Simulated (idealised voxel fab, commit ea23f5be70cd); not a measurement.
The process module presented herein is designated voxel fin reveal.
It is cross-section cut that appears here, measuring 200 nm in width, its square cells being 5 nm in size.
For the purposes of this document, a cross-section shall be understood as a grid of square cells, specified as bands listed in top-to-bottom order, each band consisting of one or more rows of cells. Band: top and bottom heights (nm) first, top before bottom; then materials from left to right, widths in nm. "throughout" marks a sole material filling the band edge to edge. "air" denotes empty space. For the purposes of this specification, 0 denotes the height below which the wafer in its as-received condition is composed wholly of one material, and the lowermost band, lacking a lower limit, extends downward without end, as expressed in "top 0, no bottom". A width such as "30 to 40" changes by the same amount from each row of cells to the next, from the band's top row to its bottom row. For the purposes of this document, the phrase "remains unaltered" attached to a step denotes that no cell within the cross-section was modified by that step. In "Voids, fully enclosed" the enclosed voids are listed, meaning empty spaces of 8 cells or larger without any opening to the top. The form is width x height at distance, distance from the left edge, units nm. That trailing text on a step's line, after the settings, is the simulator's own remark on the step. A step's line can hold "overlay nm"; with a mask on that step, the setting says how far right of the planned place the mask lay, while a negative setting says it lay to the left.

## plan
- 1: RECEIVE | material Si
- 2: CONFORMAL_DEP | material SiN | thk nm 5
- 3: PATTERN | tone cover | mask id FINS | material resist | width nm 15 | pitch nm 45 | thk nm 20 | overlay nm 0
- 4: DIRECTIONAL_ETCH | etch materials SiN | depth nm 5
- 5: DIRECTIONAL_ETCH | etch materials Si | depth nm 40
- 6: STRIP | etch materials resist
- 7: OXIDIZE | depth nm 5
- 8: FILL_DEP | material SiO2 | thk nm 5
- 9: CMP | height nm 5
- 10: SELECTIVE_ETCH | etch materials SiO2 | depth nm 35
- 11: STRIP | etch materials SiN

## Cross-section, incoming material, after step 1
> top 0, no bottom  Si throughout
> Voids, fully enclosed: none

## Cross-section, end of module. Start: as above. Plan: as above. Execution: one mistake
> top 0, bottom -45  air: 50 / Si: 5 / air: 40 / Si: 5 / air: 40 / Si: 5 / air: 55
> top -45, no bottom  Si throughout
> Voids, fully enclosed: none
Want to know what went wrong? step 10 was run twice
